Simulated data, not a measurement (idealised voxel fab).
The document below concerns the process module designated voxel ribs on slabs.
cross-section cut | 265 nm wide | cells 5 nm
Cross-section spec: square-cell grid; bands listed top down; each band is one or more rows. What a band's entry tells you: where the top is and where the bottom is, as heights in nm, and after that what lies inside, material by material from left to right, each with its width in nm. Empty space is written as the word "air", and a single material marked with the word "everywhere" occupies the band from edge to edge. Height is counted from the level 0, under which the received wafer is composed throughout of one material. The lowest of the bands is not closed at the bottom but continues downward, in the notation "top 0, no bottom". Width: "30 to 40" (first number = top row, second number = bottom row, same change from row to row of cells). "nothing got changed", as given for a step, is the statement that not any cell of the cross-section underwent a change during that step. In "Entrapped voids" the enclosed voids are listed, meaning empty spaces of 8 cells or larger without any opening to the top. The form is width x height at distance, distance from the left edge, units nm. What comes after the settings on a step's line is commentary from the simulator itself on that step. overlay nm: mask right of planned place by this much (step with mask). Neg. = left.

### Process steps foreseen in the plan
step 1: RECEIVE: material Si
step 2: DIRECTIONAL_DEP: material SiO2, thk nm 25
step 3: DIRECTIONAL_DEP: material polySi, thk nm 15
step 4: DIRECTIONAL_DEP: material aC, thk nm 15
step 5: PATTERN: tone cover, mask id RIB, material resist, width nm 20, thk nm 30, overlay nm 0
step 6: DIRECTIONAL_ETCH: etch materials aC, depth nm 15
step 7: STRIP: etch materials resist
step 8: DIRECTIONAL_ETCH: etch materials polySi, depth nm 5
step 9: STRIP: etch materials aC
step 10: DIRECTIONAL_DEP: material aC, thk nm 10
step 11: PATTERN: tone cover, mask id SLAB, material resist, width nm 50, thk nm 25, overlay nm 0
step 12: DIRECTIONAL_ETCH: etch materials aC, depth nm 10
step 13: STRIP: etch materials resist
step 14: DIRECTIONAL_ETCH: etch materials polySi, depth nm 10
step 15: STRIP: etch materials aC
step 16: FILL_DEP: material SiO2, thk nm 30
step 17: CMP: height nm 60
step 18: DIRECTIONAL_DEP: material W, thk nm 10
step 19: MASKED_ETCH: tone cover, mask id HEATER, width nm 30, etch materials W, depth nm 10, overlay nm 0
step 20: CONFORMAL_DEP: material SiO2, thk nm 10

### The first of two wafers, run as planned

### Shown in cross-section is the wafer as received, that is, as it stands after step 1
* top 0, no bottom = Si everywhere
* Entrapped voids: none

### Cross-sectional representation of the wafer at the conclusion of step 2
* top 25, bottom 0 = SiO2 everywhere
* Lower than 0, everything is as it was.

### Cross-sectional representation of the wafer at the conclusion of step 3
* top 40, bottom 25 = polySi everywhere
* Lower than 25, everything is as it was.

### Cross-sectional representation of the wafer at the conclusion of step 4
* top 55, bottom 40 = aC everywhere
* Lower than 40, everything is as it was.

### Cross-sectional representation of the wafer at the conclusion of step 5
* top 85, bottom 55 = air: 120 | resist: 20 | air: 125
* Lower than 55, everything is as it was.

### Cross-sectional representation of the wafer at the conclusion of step 6
* top 70, bottom 55 = air: 120 | resist: 20 | air: 125
* top 55, bottom 40 = air: 120 | aC: 20 | air: 125
* Lower than 40, everything is as it was.

### Cross-sectional representation of the wafer at the conclusion of step 7
* top 55, bottom 40 = air: 120 | aC: 20 | air: 125
* Lower than 40, everything is as it was.

### Cross-sectional representation of the wafer at the conclusion of step 8
* top 55, bottom 40 = air: 120 | aC: 20 | air: 125
* top 40, bottom 35 = air: 120 | polySi: 20 | air: 125
* Lower than 35, everything is as it was.

### Cross-sectional representation of the wafer at the conclusion of step 9
* top 40, bottom 35 = air: 120 | polySi: 20 | air: 125
* Lower than 35, everything is as it was.

### Cross-sectional representation of the wafer at the conclusion of step 10
* top 50, bottom 45 = air: 120 | aC: 20 | air: 125
* top 45, bottom 40 = aC everywhere
* top 40, bottom 35 = aC: 120 | polySi: 20 | aC: 125
* Lower than 35, everything is as it was.

### Cross-sectional representation of the wafer at the conclusion of step 11
* top 75, bottom 50 = air: 105 | resist: 50 | air: 110
* top 50, bottom 45 = air: 105 | resist: 15 | aC: 20 | resist: 15 | air: 110
* Lower than 45, everything is as it was.

### Cross-sectional representation of the wafer at the conclusion of step 12
* top 65, bottom 50 = air: 105 | resist: 50 | air: 110
* top 50, bottom 45 = air: 105 | resist: 15 | aC: 20 | resist: 15 | air: 110
* top 45, bottom 40 = air: 105 | aC: 50 | air: 110
* top 40, bottom 35 = air: 105 | aC: 15 | polySi: 20 | aC: 15 | air: 110
* Lower than 35, everything is as it was.

### Cross-sectional representation of the wafer at the conclusion of step 13
* top 50, bottom 40 = air: 120 to 105 | aC: 20 to 50 | air: 125 to 110
* Lower than 40, everything is as it was.

### Cross-sectional representation of the wafer at the conclusion of step 14
* top 50, bottom 40 = air: 120 to 105 | aC: 20 to 50 | air: 125 to 110
* top 40, bottom 35 = air: 105 | aC: 15 | polySi: 20 | aC: 15 | air: 110
* top 35, bottom 25 = air: 105 | polySi: 50 | air: 110
* Lower than 25, everything is as it was.

### Cross-sectional representation of the wafer at the conclusion of step 15
* top 40, bottom 35 = air: 120 | polySi: 20 | air: 125
* Lower than 35, everything is as it was.

### Cross-sectional representation of the wafer at the conclusion of step 16
* top 70, bottom 40 = SiO2 everywhere
* top 40, bottom 35 = SiO2: 120 | polySi: 20 | SiO2: 125
* top 35, bottom 25 = SiO2: 105 | polySi: 50 | SiO2: 110
* Lower than 25, everything is as it was.

### Cross-sectional representation of the wafer at the conclusion of step 17
* top 60, bottom 40 = SiO2 everywhere
* Lower than 40, everything is as it was.

### Cross-sectional representation of the wafer at the conclusion of step 18
* top 70, bottom 60 = W everywhere
* Lower than 60, everything is as it was.

### Cross-sectional representation of the wafer at the conclusion of step 19
* top 70, bottom 60 = air: 115 | W: 30 | air: 120
* Lower than 60, everything is as it was.

### Cross-sectional representation of the wafer at the conclusion of step 20
* top 80, bottom 70 = air: 105 | SiO2: 50 | air: 110
* top 70, bottom 60 = SiO2: 115 | W: 30 | SiO2: 120
* Lower than 60, everything is as it was.

### The Second Wafer: Common Origin and Plan, One Mistake in Execution, Identical to the First Through Step 17

### Cross-section of the second wafer corresponding to the planned conclusion of step 18
* top 65, bottom 60 = W everywhere
* Lower than 60, everything is as it was.

### Cross-section of the second wafer corresponding to the planned conclusion of step 19
* top 65, bottom 60 = air: 115 | W: 30 | air: 120
* Lower than 60, everything is as it was.

### Cross-section of the second wafer corresponding to the planned conclusion of step 20
* top 75, bottom 70 = air: 105 | SiO2: 50 | air: 110
* top 70, bottom 65 = SiO2 everywhere
* top 65, bottom 60 = SiO2: 115 | W: 30 | SiO2: 120
* Lower than 60, everything is as it was.
The mistake made against the process plan was this: step 18 went in with a setting other than planned; the actual run was DIRECTIONAL_DEP: material W, thk nm 5
Final cells, second wafer relative to first, materials higher or lower: 4 fewer of SiO2 | 6 fewer of W
